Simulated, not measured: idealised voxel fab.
Process module, titled voxel air gaps
Square cells of 5 nm make up the cross-section cut, whose width is 155 nm.
Square cells in a grid make up a cross-section in this document, and the grid is given as bands, listed from the top down, each one or more rows of cells. Look at the band entry: it leads with the top's height and the bottom's height in nm. Then it lists the materials left to right, with a width in nm for each. The word "edge to edge" on a single material says that material fills the band edge to edge. The word "empty" is empty space. Measure heights from 0. That's the level where, below it, the as-received wafer is all one material. The lowest band is bottomless and extends downward; write it as in "top 0, no bottom". Top row gets the first number, bottom row gets the second, and each row in between changes by the same step: that is how a band width like "30 to 40" works. "remains unaltered" after a step means that no cell of the cross-section changed. Heads up: "Fully closed voids" only lists the empty pockets with no open path to the top that are 8 cells or more, and it writes them as width x height at distance, distance from the left edge, in nm. Read whatever lies past the settings on a step's line as the simulator's own remark about the step. overlay nm: right-of-plan distance of the mask on a masked step; negative values mean left-of-plan.
Process steps (planned)
step 1: RECEIVE with material Si
step 2: CONFORMAL_DEP with material SiO2, thk nm 15
step 3: CONFORMAL_DEP with material SiCN, thk nm 5
step 4: DIRECTIONAL_DEP with material lowk, thk nm 40
step 5: PATTERN with tone open, mask id LINES, material resist, width nm 15, pitch nm 40, thk nm 20, overlay nm 0
step 6: DIRECTIONAL_ETCH with etch materials lowk, depth nm 40
step 7: STRIP with etch materials resist
step 8: CONFORMAL_DEP with material TiN, thk nm 5
step 9: FILL_DEP with material W, thk nm 10
step 10: CMP with height nm 60
step 11: EPI with material Ru, thk nm 10
step 12: SELECTIVE_ETCH with etch materials lowk, depth nm 50
step 13: CONFORMAL_DEP with material SiCN, thk nm 5
Wafer as received: cross-section following step 1
    top 0, no bottom = Si edge to edge
    Fully closed voids: none
Cross-section: first of two wafers, module finished, run according to plan
    top 75, bottom 70 = empty (15), SiCN (125), empty (15)
    top 70, bottom 60 = empty (15), SiCN (5), Ru (35), SiCN (5), Ru (35), SiCN (5), Ru (35), SiCN (5), empty (15)
    top 60, bottom 55 = empty (15), SiCN (15), TiN (5), W (5), TiN (5), SiCN (25), TiN (5), W (5), TiN (5), SiCN (25), TiN (5), W (5), TiN (5), SiCN (15), empty (15)
    top 55, bottom 25 = empty (25), SiCN (5), TiN (5), W (5), TiN (5), SiCN (5), empty (15), SiCN (5), TiN (5), W (5), TiN (5), SiCN (5), empty (15), SiCN (5), TiN (5), W (5), TiN (5), SiCN (5), empty (25)
    top 25, bottom 20 = SiCN (30), TiN (15), SiCN (25), TiN (15), SiCN (25), TiN (15), SiCN (30)
    top 20, bottom 15 = SiCN edge to edge
    top 15, bottom 0 = SiO2 edge to edge
    top 0, no bottom = Si edge to edge
    Fully closed voids: 15 x 30 at 50; 15 x 30 at 90
Presented here is a cross-section of the second of the two wafers as it stood at the end of the module. It was started in the same manner and assigned the same plan as the first wafer; however, one mistake was made in its execution
    top 75, bottom 70 = SiCN edge to edge
    top 70, bottom 60 = Ru edge to edge
    top 60, bottom 25 = W (25), TiN (5), lowk (15), TiN (5), W (15), TiN (5), lowk (15), TiN (5), W (15), TiN (5), lowk (15), TiN (5), W (25)
    top 25, bottom 20 = TiN (30), lowk (15), TiN (25), lowk (15), TiN (25), lowk (15), TiN (30)
    top 20, bottom 15 = SiCN edge to edge
    top 15, bottom 0 = SiO2 edge to edge
    top 0, no bottom = Si edge to edge
    Fully closed voids: none
What broke from the plan during processing? step 5 went in with a setting other than planned; the actual run was PATTERN with tone cover, mask id LINES, material resist, width nm 15, pitch nm 40, thk nm 20, overlay nm 0
Heads up, by the end the second wafer has more or fewer cells of some materials compared to the first: Ru: 20 more; SiCN: 76 fewer; TiN: 13 more; W: 91 more; lowk: 72 more
In the final state there are 2 closed voids in the first wafer, compared with 0 in the second wafer.
